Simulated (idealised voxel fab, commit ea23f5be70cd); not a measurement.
process module | voxel capacitor over wiring
cross-section cut | 245 nm wide | cells 5 nm
A cross-section is a grid of square cells, given in bands from the top down. A band is one or more rows of cells.
Each band's line starts with the height of the band's top and of its bottom, in nm. Then come its materials from left to right, each with its width in nm. One material with "throughout" fills the band from edge to edge. "air" is empty space.
Height 0 is the level under which the wafer as received is all one material. The lowest band goes on downwards, as in "0 down".
A width such as "30 to 40" changes by the same amount from each row of cells to the next, from the band's top row to its bottom row.
"no change" after a step means that no cell of the cross-section changed.
closed voids: empty space of 8 cells or more with no open way to the top, each as width x height at its distance from the left edge, in nm
after a step's settings: what the simulator itself notes on the step
overlay nm, on a step with a mask: how far to the right of its planned place the mask lay; to the left if negative
plan
1 op RECEIVE | material Si
2 op CONFORMAL_DEP | material SiO2 | thk nm 15
3 op DIRECTIONAL_DEP | material TiN | thk nm 5
4 op DIRECTIONAL_DEP | material W | thk nm 15
5 op MASKED_ETCH | tone cover | mask id METAL_1 | width nm 20 | pitch nm 85 | etch materials W | depth nm 15 | overlay nm 0
6 op MASKED_ETCH | tone cover | mask id METAL_1 | width nm 20 | pitch nm 85 | etch materials TiN | depth nm 5 | overlay nm 0
7 op CONFORMAL_DEP | material SiN | thk nm 5
8 op FILL_DEP | material lowk | thk nm 10
9 op CMP | height nm 35
10 op CONFORMAL_DEP | material SiCN | thk nm 5
11 op DIRECTIONAL_DEP | material lowk | thk nm 20
12 op MASKED_ETCH | tone open | mask id PLUG_1 | width nm 15 | etch materials lowk | depth nm 20 | overlay nm 0
13 op MASKED_ETCH | tone open | mask id PLUG_1 | width nm 15 | etch materials SiCN | depth nm 5 | overlay nm 0
14 op EPI | material Ru | thk nm 10
15 op EPI | material Ru | thk nm 10
16 op EPI | material Ru | thk nm 5
17 op DIRECTIONAL_DEP | material TiN | thk nm 5
18 op DIRECTIONAL_DEP | material Al2O3 | thk nm 5
19 op DIRECTIONAL_DEP | material TiN | thk nm 5
20 op PATTERN | tone cover | mask id UPPER_PLATE | material resist | width nm 70 | thk nm 15 | overlay nm 0
21 op DIRECTIONAL_ETCH | etch materials TiN | depth nm 5
22 op DIRECTIONAL_ETCH | etch materials Al2O3 | depth nm 5
23 op STRIP | etch materials resist
24 op PATTERN | tone cover | mask id LOWER_PLATE | material resist | width nm 80 | thk nm 20 | overlay nm 0
25 op DIRECTIONAL_ETCH | etch materials TiN | depth nm 5
26 op STRIP | etch materials resist
27 op FILL_DEP | material SiO2 | thk nm 20
28 op CMP | height nm 90
29 op MASKED_ETCH | tone open | mask id PLUG_2 | width nm 15 | etch materials SiO2 | depth nm 15 | overlay nm 0
30 op CONFORMAL_DEP | material TiN | thk nm 5
31 op FILL_DEP | material Ru | thk nm 10
32 op CMP | height nm 90
33 op CONFORMAL_DEP | material SiN | thk nm 5
first wafer, as planned
as received, after step 1
  0 down: Si throughout
  closed voids: none
after step 2
  15 to 0: SiO2 throughout
  below 0: unchanged
after step 3
  20 to 15: TiN throughout
  below 15: unchanged
after step 4
  35 to 20: W throughout
  below 20: unchanged
after step 5
  35 to 20: air 70 | W 20 | air 65 | W 20 | air 70
  below 20: unchanged
after step 6
  35 to 20: air 70 | W 20 | air 65 | W 20 | air 70
  20 to 15: air 70 | TiN 20 | air 65 | TiN 20 | air 70
  below 15: unchanged
after step 7
  40 to 35: air 65 | SiN 30 | air 55 | SiN 30 | air 65
  35 to 20: air 65 | SiN 5 | W 20 | SiN 5 | air 55 | SiN 5 | W 20 | SiN 5 | air 65
  20 to 15: SiN 70 | TiN 20 | SiN 65 | TiN 20 | SiN 70
  below 15: unchanged
after step 8
  50 to 40: lowk throughout
  40 to 35: lowk 65 | SiN 30 | lowk 55 | SiN 30 | lowk 65
  35 to 20: lowk 65 | SiN 5 | W 20 | SiN 5 | lowk 55 | SiN 5 | W 20 | SiN 5 | lowk 65
  below 20: unchanged
after step 9
  35 to 20: lowk 65 | SiN 5 | W 20 | SiN 5 | lowk 55 | SiN 5 | W 20 | SiN 5 | lowk 65
  below 20: unchanged
after step 10
  40 to 35: SiCN throughout
  below 35: unchanged
after step 11
  60 to 40: lowk throughout
  below 40: unchanged
after step 12
  60 to 40: lowk 75 | air 15 | lowk 155
  below 40: unchanged
after step 13
  60 to 40: lowk 75 | air 15 | lowk 155
  40 to 35: SiCN 75 | air 15 | SiCN 155
  below 35: unchanged
after step 14
  60 to 45: lowk 75 | air 15 | lowk 155
  45 to 40: lowk 75 | Ru 15 | lowk 155
  40 to 35: SiCN 75 | Ru 15 | SiCN 155
  below 35: unchanged
after step 15
  60 to 55: lowk 75 | air 15 | lowk 155
  55 to 40: lowk 75 | Ru 15 | lowk 155
  below 40: unchanged
after step 16
  60 to 40: lowk 75 | Ru 15 | lowk 155
  below 40: unchanged
after step 17
  65 to 60: TiN throughout
  below 60: unchanged
after step 18
  70 to 65: Al2O3 throughout
  below 65: unchanged
after step 19
  75 to 70: TiN throughout
  below 70: unchanged
after step 20
  90 to 75: air 75 | resist 70 | air 100
  below 75: unchanged
after step 21
  90 to 75: air 75 | resist 70 | air 100
  75 to 70: air 75 | TiN 70 | air 100
  below 70: unchanged
after step 22
  90 to 75: air 75 | resist 70 | air 100
  75 to 70: air 75 | TiN 70 | air 100
  70 to 65: air 75 | Al2O3 70 | air 100
  below 65: unchanged
after step 23
  75 to 70: air 75 | TiN 70 | air 100
  below 70: unchanged
after step 24
  95 to 75: air 70 | resist 80 | air 95
  75 to 70: air 70 | resist 5 | TiN 70 | resist 5 | air 95
  70 to 65: air 70 | resist 5 | Al2O3 70 | resist 5 | air 95
  below 65: unchanged
after step 25
  95 to 75: air 70 | resist 80 | air 95
  75 to 70: air 70 | resist 5 | TiN 70 | resist 5 | air 95
  70 to 65: air 70 | resist 5 | Al2O3 70 | resist 5 | air 95
  65 to 60: air 70 | TiN 80 | air 95
  below 60: unchanged
after step 26
  75 to 70: air 75 | TiN 70 | air 100
  70 to 65: air 75 | Al2O3 70 | air 100
  below 65: unchanged
after step 27
  95 to 75: SiO2 throughout
  75 to 70: SiO2 75 | TiN 70 | SiO2 100
  70 to 65: SiO2 75 | Al2O3 70 | SiO2 100
  65 to 60: SiO2 70 | TiN 80 | SiO2 95
  below 60: unchanged
after step 28
  90 to 75: SiO2 throughout
  below 75: unchanged
after step 29
  90 to 75: SiO2 85 | air 15 | SiO2 145
  below 75: unchanged
after step 30
  95 to 90: TiN 90 | air 5 | TiN 150
  90 to 80: SiO2 85 | TiN 5 | air 5 | TiN 5 | SiO2 145
  80 to 70: SiO2 85 to 75 | TiN 15 to 70 | SiO2 145 to 100
  below 70: unchanged
after step 31
  105 to 95: Ru throughout
  95 to 90: TiN 90 | Ru 5 | TiN 150
  90 to 80: SiO2 85 | TiN 5 | Ru 5 | TiN 5 | SiO2 145
  below 80: unchanged
after step 32
  90 to 80: SiO2 85 | TiN 5 | Ru 5 | TiN 5 | SiO2 145
  below 80: unchanged
after step 33
  95 to 90: SiN throughout
  below 90: unchanged
second wafer: like start, like plan, one mistake. Through step 16 it matches the first wafer
when step 17 should have ended
  65 to 60: Al2O3 throughout
  below 60: unchanged
when step 18 should have ended
  70 to 65: TiN throughout
  below 65: unchanged
when step 19 should have ended
  75 to 65: TiN throughout
  below 65: unchanged
when step 20 should have ended
  90 to 75: air 75 | resist 70 | air 100
  below 75: unchanged
when step 21 should have ended
  90 to 75: air 75 | resist 70 | air 100
  75 to 70: air 75 | TiN 70 | air 100
  below 70: unchanged
when step 22 should have ended: no change
when step 23 should have ended
  75 to 70: air 75 | TiN 70 | air 100
  below 70: unchanged
when step 24 should have ended
  95 to 75: air 70 | resist 80 | air 95
  75 to 70: air 70 | resist 5 | TiN 70 | resist 5 | air 95
  below 70: unchanged
when step 25 should have ended
  95 to 75: air 70 | resist 80 | air 95
  75 to 70: air 70 | resist 5 | TiN 70 | resist 5 | air 95
  70 to 65: air 70 | TiN 80 | air 95
  below 65: unchanged
when step 26 should have ended
  75 to 65: air 75 to 70 | TiN 70 to 80 | air 100 to 95
  below 65: unchanged
when step 27 should have ended
  95 to 75: SiO2 throughout
  75 to 65: SiO2 75 to 70 | TiN 70 to 80 | SiO2 100 to 95
  below 65: unchanged
when step 28 should have ended
  90 to 75: SiO2 throughout
  below 75: unchanged
when step 29 should have ended
  90 to 75: SiO2 85 | air 15 | SiO2 145
  below 75: unchanged
when step 30 should have ended
  95 to 90: TiN 90 | air 5 | TiN 150
  90 to 80: SiO2 85 | TiN 5 | air 5 | TiN 5 | SiO2 145
  80 to 70: SiO2 85 to 75 | TiN 15 to 70 | SiO2 145 to 100
  below 70: unchanged
when step 31 should have ended
  105 to 95: Ru throughout
  95 to 90: TiN 90 | Ru 5 | TiN 150
  90 to 80: SiO2 85 | TiN 5 | Ru 5 | TiN 5 | SiO2 145
  below 80: unchanged
when step 32 should have ended
  90 to 80: SiO2 85 | TiN 5 | Ru 5 | TiN 5 | SiO2 145
  below 80: unchanged
when step 33 should have ended
  95 to 90: SiN throughout
  below 90: unchanged
what went wrong: steps 17 and 18 were swapped
at the end the second wafer has, in cells: 35 more of Al2O3 | 35 fewer of SiO2
